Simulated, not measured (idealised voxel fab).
Process module name: voxel gate over fins
Square cells of 5 nm make up the cross-section cut, whose width is 210 nm.
A cross-section is written here as square cells arranged in a grid, and it is given in bands from the top down, each band taking up one or more rows of cells. Look at the band entry: it leads with the top's height and the bottom's height in nm. Then it lists the materials left to right, with a width in nm for each. The word "everywhere" on a single material says that material fills the band edge to edge. The word "empty" is empty space. Below 0: as-received wafer, all one material; heights counted from there. Lowest band: no bottom, goes on down, written "0..down". When a width is written as two numbers, as in "30 to 40", the first number is the width in the top row of cells of the band and the second is the width in its bottom row, and the width changes by the same amount from each row to the next. "nothing was modified" for a step: no cell of the cross-section changed in that step. You'll see "Fully sealed cavities" listing empty spaces that have no way open to the top, as long as they're 8 cells or more; the notation is width x height at distance, where the distance is from the left edge, and all of it is in nm. Whatever follows a step's settings on its line is a remark the simulator itself makes about that step. overlay nm: right-of-plan distance of the mask on a masked step; negative values mean left-of-plan.

-- The following list gives the planned process steps
1: RECEIVE, material Si
2: CONFORMAL_DEP, material SiN, thk nm 5
3: DIRECTIONAL_DEP, material aC, thk nm 10
4: PATTERN, tone cover, mask id FINS, material resist, width nm 15, pitch nm 60, thk nm 25, overlay nm 0
5: DIRECTIONAL_ETCH, etch materials aC, depth nm 10
6: STRIP, etch materials resist
7: DIRECTIONAL_ETCH, etch materials SiN, depth nm 5
8: DIRECTIONAL_ETCH, etch materials Si, depth nm 35
9: STRIP, etch materials aC
10: FILL_DEP, material SiO2, thk nm 5
11: CMP, height nm 5
12: DIRECTIONAL_DEP, material aC, thk nm 10
13: PATTERN, tone open, mask id RAIL, material resist, width nm 15, thk nm 25, overlay nm 0
14: DIRECTIONAL_ETCH, etch materials aC, depth nm 10
15: STRIP, etch materials resist
16: DIRECTIONAL_ETCH, etch materials SiO2, depth nm 35
17: STRIP, etch materials aC
18: CONFORMAL_DEP, material TiN, thk nm 5
19: FILL_DEP, material Ru, thk nm 5
20: CMP, height nm 5
21: SELECTIVE_ETCH, etch materials W Ru TiN, depth nm 20
22: FILL_DEP, material SiO2, thk nm 5
23: CMP, height nm 5
24: SELECTIVE_ETCH, etch materials SiO2, depth nm 15
25: STRIP, etch materials SiN
26: CONFORMAL_DEP, material HfO2, thk nm 5
27: CONFORMAL_DEP, material TiN, thk nm 5
28: FILL_DEP, material W, thk nm 10
29: CMP, height nm 15
30: CONFORMAL_DEP, material SiN, thk nm 10

-- Run as planned: first of two wafers

-- Cross-section of the wafer as it came to us, i.e., already through step 1
    0..down | Si everywhere
    Fully sealed cavities: none

-- Upon completion of step 2, the wafer appears in cross-section as shown
    5..0 | SiN everywhere
    At heights below 0, the structure remains unaltered.

-- Upon completion of step 3, the wafer appears in cross-section as shown
    15..5 | aC everywhere
    At heights below 5, the structure remains unaltered.

-- Upon completion of step 4, the wafer appears in cross-section as shown
    40..15 | 65 of empty  15 of resist  45 of empty  15 of resist  70 of empty
    At heights below 15, the structure remains unaltered.

-- Upon completion of step 5, the wafer appears in cross-section as shown
    30..15 | 65 of empty  15 of resist  45 of empty  15 of resist  70 of empty
    15..5 | 65 of empty  15 of aC  45 of empty  15 of aC  70 of empty
    At heights below 5, the structure remains unaltered.

-- Upon completion of step 6, the wafer appears in cross-section as shown
    15..5 | 65 of empty  15 of aC  45 of empty  15 of aC  70 of empty
    At heights below 5, the structure remains unaltered.

-- Upon completion of step 7, the wafer appears in cross-section as shown
    15..5 | 65 of empty  15 of aC  45 of empty  15 of aC  70 of empty
    5..0 | 65 of empty  15 of SiN  45 of empty  15 of SiN  70 of empty
    At heights below 0, the structure remains unaltered.

-- Upon completion of step 8, the wafer appears in cross-section as shown
    15..5 | 65 of empty  15 of aC  45 of empty  15 of aC  70 of empty
    5..0 | 65 of empty  15 of SiN  45 of empty  15 of SiN  70 of empty
    0..-35 | 65 of empty  15 of Si  45 of empty  15 of Si  70 of empty
    At heights below -35, the structure remains unaltered.

-- Upon completion of step 9, the wafer appears in cross-section as shown
    5..0 | 65 of empty  15 of SiN  45 of empty  15 of SiN  70 of empty
    At heights below 0, the structure remains unaltered.

-- Upon completion of step 10, the wafer appears in cross-section as shown
    10..5 | SiO2 everywhere
    5..0 | 65 of SiO2  15 of SiN  45 of SiO2  15 of SiN  70 of SiO2
    0..-35 | 65 of SiO2  15 of Si  45 of SiO2  15 of Si  70 of SiO2
    At heights below -35, the structure remains unaltered.

-- Upon completion of step 11, the wafer appears in cross-section as shown
    5..0 | 65 of SiO2  15 of SiN  45 of SiO2  15 of SiN  70 of SiO2
    At heights below 0, the structure remains unaltered.

-- Upon completion of step 12, the wafer appears in cross-section as shown
    15..5 | aC everywhere
    At heights below 5, the structure remains unaltered.

-- Upon completion of step 13, the wafer appears in cross-section as shown
    40..15 | 95 of resist  15 of empty  100 of resist
    At heights below 15, the structure remains unaltered.

-- Upon completion of step 14, the wafer appears in cross-section as shown
    30..15 | 95 of resist  15 of empty  100 of resist
    15..5 | 95 of aC  15 of empty  100 of aC
    At heights below 5, the structure remains unaltered.

-- Upon completion of step 15, the wafer appears in cross-section as shown
    15..5 | 95 of aC  15 of empty  100 of aC
    At heights below 5, the structure remains unaltered.

-- Upon completion of step 16, the wafer appears in cross-section as shown
    15..5 | 95 of aC  15 of empty  100 of aC
    5..0 | 65 of SiO2  15 of SiN  15 of SiO2  15 of empty  15 of SiO2  15 of SiN  70 of SiO2
    0..-30 | 65 of SiO2  15 of Si  15 of SiO2  15 of empty  15 of SiO2  15 of Si  70 of SiO2
    At heights below -30, the structure remains unaltered.

-- Upon completion of step 17, the wafer appears in cross-section as shown
    5..0 | 65 of SiO2  15 of SiN  15 of SiO2  15 of empty  15 of SiO2  15 of SiN  70 of SiO2
    At heights below 0, the structure remains unaltered.

-- Upon completion of step 18, the wafer appears in cross-section as shown
    10..5 | 100 of TiN  5 of empty  105 of TiN
    5..0 | 65 of SiO2  15 of SiN  15 of SiO2  5 of TiN  5 of empty  5 of TiN  15 of SiO2  15 of SiN  70 of SiO2
    0..-25 | 65 of SiO2  15 of Si  15 of SiO2  5 of TiN  5 of empty  5 of TiN  15 of SiO2  15 of Si  70 of SiO2
    -25..-30 | 65 of SiO2  15 of Si  15 of SiO2  15 of TiN  15 of SiO2  15 of Si  70 of SiO2
    At heights below -30, the structure remains unaltered.

-- Upon completion of step 19, the wafer appears in cross-section as shown
    15..10 | Ru everywhere
    10..5 | 100 of TiN  5 of Ru  105 of TiN
    5..0 | 65 of SiO2  15 of SiN  15 of SiO2  5 of TiN  5 of Ru  5 of TiN  15 of SiO2  15 of SiN  70 of SiO2
    0..-25 | 65 of SiO2  15 of Si  15 of SiO2  5 of TiN  5 of Ru  5 of TiN  15 of SiO2  15 of Si  70 of SiO2
    At heights below -25, the structure remains unaltered.

-- Upon completion of step 20, the wafer appears in cross-section as shown
    5..0 | 65 of SiO2  15 of SiN  15 of SiO2  5 of TiN  5 of Ru  5 of TiN  15 of SiO2  15 of SiN  70 of SiO2
    At heights below 0, the structure remains unaltered.

-- Upon completion of step 21, the wafer appears in cross-section as shown
    5..0 | 65 of SiO2  15 of SiN  15 of SiO2  15 of empty  15 of SiO2  15 of SiN  70 of SiO2
    0..-15 | 65 of SiO2  15 of Si  15 of SiO2  15 of empty  15 of SiO2  15 of Si  70 of SiO2
    At heights below -15, the structure remains unaltered.

-- Upon completion of step 22, the wafer appears in cross-section as shown
    10..5 | SiO2 everywhere
    5..0 | 65 of SiO2  15 of SiN  45 of SiO2  15 of SiN  70 of SiO2
    0..-15 | 65 of SiO2  15 of Si  45 of SiO2  15 of Si  70 of SiO2
    At heights below -15, the structure remains unaltered.

-- Upon completion of step 23, the wafer appears in cross-section as shown
    5..0 | 65 of SiO2  15 of SiN  45 of SiO2  15 of SiN  70 of SiO2
    At heights below 0, the structure remains unaltered.

-- Upon completion of step 24, the wafer appears in cross-section as shown
    5..0 | 65 of empty  15 of SiN  45 of empty  15 of SiN  70 of empty
    0..-10 | 65 of empty  15 of Si  45 of empty  15 of Si  70 of empty
    At heights below -10, the structure remains unaltered.

-- Upon completion of step 25, the wafer appears in cross-section as shown
    0..-10 | 65 of empty  15 of Si  45 of empty  15 of Si  70 of empty
    At heights below -10, the structure remains unaltered.

-- Upon completion of step 26, the wafer appears in cross-section as shown
    5..0 | 60 of empty  25 of HfO2  35 of empty  25 of HfO2  65 of empty
    0..-5 | 60 of empty  5 of HfO2  15 of Si  5 of HfO2  35 of empty  5 of HfO2  15 of Si  5 of HfO2  65 of empty
    -5..-10 | 65 of HfO2  15 of Si  45 of HfO2  15 of Si  70 of HfO2
    At heights below -10, the structure remains unaltered.

-- Upon completion of step 27, the wafer appears in cross-section as shown
    10..5 | 55 of empty  35 of TiN  25 of empty  35 of TiN  60 of empty
    5..0 | 55 of empty  5 of TiN  25 of HfO2  5 of TiN  25 of empty  5 of TiN  25 of HfO2  5 of TiN  60 of empty
    0..-5 | 60 of TiN  5 of HfO2  15 of Si  5 of HfO2  35 of TiN  5 of HfO2  15 of Si  5 of HfO2  65 of TiN
    At heights below -5, the structure remains unaltered.

-- Upon completion of step 28, the wafer appears in cross-section as shown
    20..10 | W everywhere
    10..5 | 55 of W  35 of TiN  25 of W  35 of TiN  60 of W
    5..0 | 55 of W  5 of TiN  25 of HfO2  5 of TiN  25 of W  5 of TiN  25 of HfO2  5 of TiN  60 of W
    At heights below 0, the structure remains unaltered.

-- Upon completion of step 29, the wafer appears in cross-section as shown
    15..10 | W everywhere
    At heights below 10, the structure remains unaltered.

-- Upon completion of step 30, the wafer appears in cross-section as shown
    25..15 | SiN everywhere
    At heights below 15, the structure remains unaltered.

-- The second wafer began exactly as the first did and followed the same plan, but one mistake was made while running it; through step 3 inclusive, the two wafers are identical

-- The second wafer cut through, at the time step 4 was supposed to be finished
    40..15 | 60 of empty  25 of resist  35 of empty  25 of resist  65 of empty
    At heights below 15, the structure remains unaltered.

-- The second wafer cut through, at the time step 5 was supposed to be finished
    30..15 | 60 of empty  25 of resist  35 of empty  25 of resist  65 of empty
    15..5 | 60 of empty  25 of aC  35 of empty  25 of aC  65 of empty
    At heights below 5, the structure remains unaltered.

-- The second wafer cut through, at the time step 6 was supposed to be finished
    15..5 | 60 of empty  25 of aC  35 of empty  25 of aC  65 of empty
    At heights below 5, the structure remains unaltered.

-- The second wafer cut through, at the time step 7 was supposed to be finished
    15..5 | 60 of empty  25 of aC  35 of empty  25 of aC  65 of empty
    5..0 | 60 of empty  25 of SiN  35 of empty  25 of SiN  65 of empty
    At heights below 0, the structure remains unaltered.

-- The second wafer cut through, at the time step 8 was supposed to be finished
    15..5 | 60 of empty  25 of aC  35 of empty  25 of aC  65 of empty
    5..0 | 60 of empty  25 of SiN  35 of empty  25 of SiN  65 of empty
    0..-35 | 60 of empty  25 of Si  35 of empty  25 of Si  65 of empty
    At heights below -35, the structure remains unaltered.

-- The second wafer cut through, at the time step 9 was supposed to be finished
    5..0 | 60 of empty  25 of SiN  35 of empty  25 of SiN  65 of empty
    At heights below 0, the structure remains unaltered.

-- The second wafer cut through, at the time step 10 was supposed to be finished
    10..5 | SiO2 everywhere
    5..0 | 60 of SiO2  25 of SiN  35 of SiO2  25 of SiN  65 of SiO2
    0..-35 | 60 of SiO2  25 of Si  35 of SiO2  25 of Si  65 of SiO2
    At heights below -35, the structure remains unaltered.

-- The second wafer cut through, at the time step 11 was supposed to be finished
    5..0 | 60 of SiO2  25 of SiN  35 of SiO2  25 of SiN  65 of SiO2
    At heights below 0, the structure remains unaltered.

-- The second wafer cut through, at the time step 12 was supposed to be finished
    15..5 | aC everywhere
    At heights below 5, the structure remains unaltered.

-- The second wafer cut through, at the time step 13 was supposed to be finished
    40..15 | 95 of resist  15 of empty  100 of resist
    At heights below 15, the structure remains unaltered.

-- The second wafer cut through, at the time step 14 was supposed to be finished
    30..15 | 95 of resist  15 of empty  100 of resist
    15..5 | 95 of aC  15 of empty  100 of aC
    At heights below 5, the structure remains unaltered.

-- The second wafer cut through, at the time step 15 was supposed to be finished
    15..5 | 95 of aC  15 of empty  100 of aC
    At heights below 5, the structure remains unaltered.

-- The second wafer cut through, at the time step 16 was supposed to be finished
    15..5 | 95 of aC  15 of empty  100 of aC
    5..0 | 60 of SiO2  25 of SiN  10 of SiO2  15 of empty  10 of SiO2  25 of SiN  65 of SiO2
    0..-30 | 60 of SiO2  25 of Si  10 of SiO2  15 of empty  10 of SiO2  25 of Si  65 of SiO2
    At heights below -30, the structure remains unaltered.

-- The second wafer cut through, at the time step 17 was supposed to be finished
    5..0 | 60 of SiO2  25 of SiN  10 of SiO2  15 of empty  10 of SiO2  25 of SiN  65 of SiO2
    At heights below 0, the structure remains unaltered.

-- The second wafer cut through, at the time step 18 was supposed to be finished
    10..5 | 100 of TiN  5 of empty  105 of TiN
    5..0 | 60 of SiO2  25 of SiN  10 of SiO2  5 of TiN  5 of empty  5 of TiN  10 of SiO2  25 of SiN  65 of SiO2
    0..-25 | 60 of SiO2  25 of Si  10 of SiO2  5 of TiN  5 of empty  5 of TiN  10 of SiO2  25 of Si  65 of SiO2
    -25..-30 | 60 of SiO2  25 of Si  10 of SiO2  15 of TiN  10 of SiO2  25 of Si  65 of SiO2
    At heights below -30, the structure remains unaltered.

-- The second wafer cut through, at the time step 19 was supposed to be finished
    15..10 | Ru everywhere
    10..5 | 100 of TiN  5 of Ru  105 of TiN
    5..0 | 60 of SiO2  25 of SiN  10 of SiO2  5 of TiN  5 of Ru  5 of TiN  10 of SiO2  25 of SiN  65 of SiO2
    0..-25 | 60 of SiO2  25 of Si  10 of SiO2  5 of TiN  5 of Ru  5 of TiN  10 of SiO2  25 of Si  65 of SiO2
    At heights below -25, the structure remains unaltered.

-- The second wafer cut through, at the time step 20 was supposed to be finished
    5..0 | 60 of SiO2  25 of SiN  10 of SiO2  5 of TiN  5 of Ru  5 of TiN  10 of SiO2  25 of SiN  65 of SiO2
    At heights below 0, the structure remains unaltered.

-- The second wafer cut through, at the time step 21 was supposed to be finished
    5..0 | 60 of SiO2  25 of SiN  10 of SiO2  15 of empty  10 of SiO2  25 of SiN  65 of SiO2
    0..-15 | 60 of SiO2  25 of Si  10 of SiO2  15 of empty  10 of SiO2  25 of Si  65 of SiO2
    At heights below -15, the structure remains unaltered.

-- The second wafer cut through, at the time step 22 was supposed to be finished
    10..5 | SiO2 everywhere
    5..0 | 60 of SiO2  25 of SiN  35 of SiO2  25 of SiN  65 of SiO2
    0..-15 | 60 of SiO2  25 of Si  35 of SiO2  25 of Si  65 of SiO2
    At heights below -15, the structure remains unaltered.

-- The second wafer cut through, at the time step 23 was supposed to be finished
    5..0 | 60 of SiO2  25 of SiN  35 of SiO2  25 of SiN  65 of SiO2
    At heights below 0, the structure remains unaltered.

-- The second wafer cut through, at the time step 24 was supposed to be finished
    5..0 | 60 of empty  25 of SiN  35 of empty  25 of SiN  65 of empty
    0..-10 | 60 of empty  25 of Si  35 of empty  25 of Si  65 of empty
    At heights below -10, the structure remains unaltered.

-- The second wafer cut through, at the time step 25 was supposed to be finished
    0..-10 | 60 of empty  25 of Si  35 of empty  25 of Si  65 of empty
    At heights below -10, the structure remains unaltered.

-- The second wafer cut through, at the time step 26 was supposed to be finished
    5..0 | 55 of empty  35 of HfO2  25 of empty  35 of HfO2  60 of empty
    0..-5 | 55 of empty  5 of HfO2  25 of Si  5 of HfO2  25 of empty  5 of HfO2  25 of Si  5 of HfO2  60 of empty
    -5..-10 | 60 of HfO2  25 of Si  35 of HfO2  25 of Si  65 of HfO2
    At heights below -10, the structure remains unaltered.

-- The second wafer cut through, at the time step 27 was supposed to be finished
    10..5 | 50 of empty  45 of TiN  15 of empty  45 of TiN  55 of empty
    5..0 | 50 of empty  5 of TiN  35 of HfO2  5 of TiN  15 of empty  5 of TiN  35 of HfO2  5 of TiN  55 of empty
    0..-5 | 55 of TiN  5 of HfO2  25 of Si  5 of HfO2  25 of TiN  5 of HfO2  25 of Si  5 of HfO2  60 of TiN
    At heights below -5, the structure remains unaltered.

-- The second wafer cut through, at the time step 28 was supposed to be finished
    20..10 | W everywhere
    10..5 | 50 of W  45 of TiN  15 of W  45 of TiN  55 of W
    5..0 | 50 of W  5 of TiN  35 of HfO2  5 of TiN  15 of W  5 of TiN  35 of HfO2  5 of TiN  55 of W
    At heights below 0, the structure remains unaltered.

-- The second wafer cut through, at the time step 29 was supposed to be finished
    15..10 | W everywhere
    At heights below 10, the structure remains unaltered.

-- The second wafer cut through, at the time step 30 was supposed to be finished
    25..15 | SiN everywhere
    At heights below 15, the structure remains unaltered.
Run error: step 4 ran as: PATTERN, tone cover, mask id FINS, material resist, width nm 25, pitch nm 60, thk nm 25, overlay nm 0
Final difference in cells, second wafer against first, listed per material as more or fewer: +28 Si | -20 SiO2 | -8 W
